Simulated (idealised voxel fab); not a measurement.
The document below concerns the process module designated voxel air gaps.
In the cross-section labelled cut, the width is 240 nm and each square cell is 5 nm.
Cross-section layout: square cells on a grid; listed as bands, top to bottom; a band spans one or more cell rows.
Basically the band line says how high the top is and how high the bottom is, in nm, and then what's in it from left to right, every material with its width in nm. Empty space shows up as "air", and if a single material carries "everywhere" it runs the full band edge to edge.
Where do heights start? At 0: under that level the wafer as delivered is made of one material only. And the lowest band has no floor; it just carries on downward, as in "0..down".
Width "30..40": first value at the band's top row of cells, second value at its bottom row, equal change from row to row.
Key: "no alteration" - step with no changed cell in the cross-section.
"Voids, enclosed" enumerates empty spaces isolated from the top, with no open way to it, that contain at least 8 cells, giving each as width x height at distance from the left edge, all three in nm.
Text after the settings on a step's line: the simulator's own remark on that step.
overlay nm: for a step with a mask, the amount by which the mask lay right of where it was planned; a negative amount means left of it.

The planned process steps are enumerated hereunder
| 1 | RECEIVE, material Si |
| 2 | CONFORMAL_DEP, material SiO2, thk nm 15 |
| 3 | CONFORMAL_DEP, material SiCN, thk nm 5 |
| 4 | DIRECTIONAL_DEP, material SiO2, thk nm 40 |
| 5 | DIRECTIONAL_DEP, material aC, thk nm 10 |
| 6 | PATTERN, tone open, mask id LINES, material resist, width nm 25, pitch nm 50, thk nm 30, overlay nm 0 |
| 7 | DIRECTIONAL_ETCH, etch materials aC, depth nm 10 |
| 8 | STRIP, etch materials resist |
| 9 | DIRECTIONAL_ETCH, etch materials SiO2, depth nm 40 |
| 10 | STRIP, etch materials aC |
| 11 | CONFORMAL_DEP, material TiN, thk nm 5 |
| 12 | FILL_DEP, material Ru, thk nm 5 |
| 13 | CMP, height nm 60 |
| 14 | EPI, material Ru, thk nm 10 |
| 15 | SELECTIVE_ETCH, etch materials SiO2, depth nm 50 |
| 16 | CONFORMAL_DEP, material SiCN, thk nm 5 |

Cross-section: wafer on arrival = after step 1
> 0..down | Si everywhere
> Voids, enclosed: none

Post-module cross-section of the first of two wafers (run per plan)
> 75..70 | air 40  SiCN 155  air 45
> 70..60 | air 40  SiCN 5  Ru 45  SiCN 5  Ru 45  SiCN 5  Ru 45  SiCN 5  air 45
> 60..55 | air 40  SiCN 15  TiN 5  Ru 15  TiN 5  SiCN 25  TiN 5  Ru 15  TiN 5  SiCN 25  TiN 5  Ru 15  TiN 5  SiCN 15  air 45
> 55..25 | air 50  SiCN 5  TiN 5  Ru 15  TiN 5  SiCN 5  air 15  SiCN 5  TiN 5  Ru 15  TiN 5  SiCN 5  air 15  SiCN 5  TiN 5  Ru 15  TiN 5  SiCN 5  air 55
> 25..20 | SiCN 55  TiN 25  SiCN 25  TiN 25  SiCN 25  TiN 25  SiCN 60
> 20..15 | SiCN everywhere
> 15..0 | SiO2 everywhere
> 0..down | Si everywhere
> Voids, enclosed: 15 x 30 at 85; 15 x 30 at 135

Second wafer cross-section at end of module - shared start and plan with the first, one mistake in the run
> 85..80 | air 30  SiCN 175  air 35
> 80..60 | air 30  SiCN 5  Ru 165  SiCN 5  air 35
> 60..55 | air 30  SiCN 25  TiN 5  Ru 15  TiN 5  SiO2 25  TiN 5  Ru 15  TiN 5  SiO2 25  TiN 5  Ru 15  TiN 5  SiCN 25  air 35
> 55..25 | air 50  SiCN 5  TiN 5  Ru 15  TiN 5  SiO2 25  TiN 5  Ru 15  TiN 5  SiO2 25  TiN 5  Ru 15  TiN 5  SiCN 5  air 55
> 25..20 | SiCN 55  TiN 25  SiO2 25  TiN 25  SiO2 25  TiN 25  SiCN 60
> 20..15 | SiCN everywhere
> 15..0 | SiO2 everywhere
> 0..down | Si everywhere
> Voids, enclosed: none
Short version of what went wrong: plan step 14 was twice executed
End check, counted in cells, second wafer has more or fewer of these materials than the first: Ru +78 | SiCN -36 | SiO2 +80
At the end, the first wafer has 2 closed voids and the second wafer has 0.
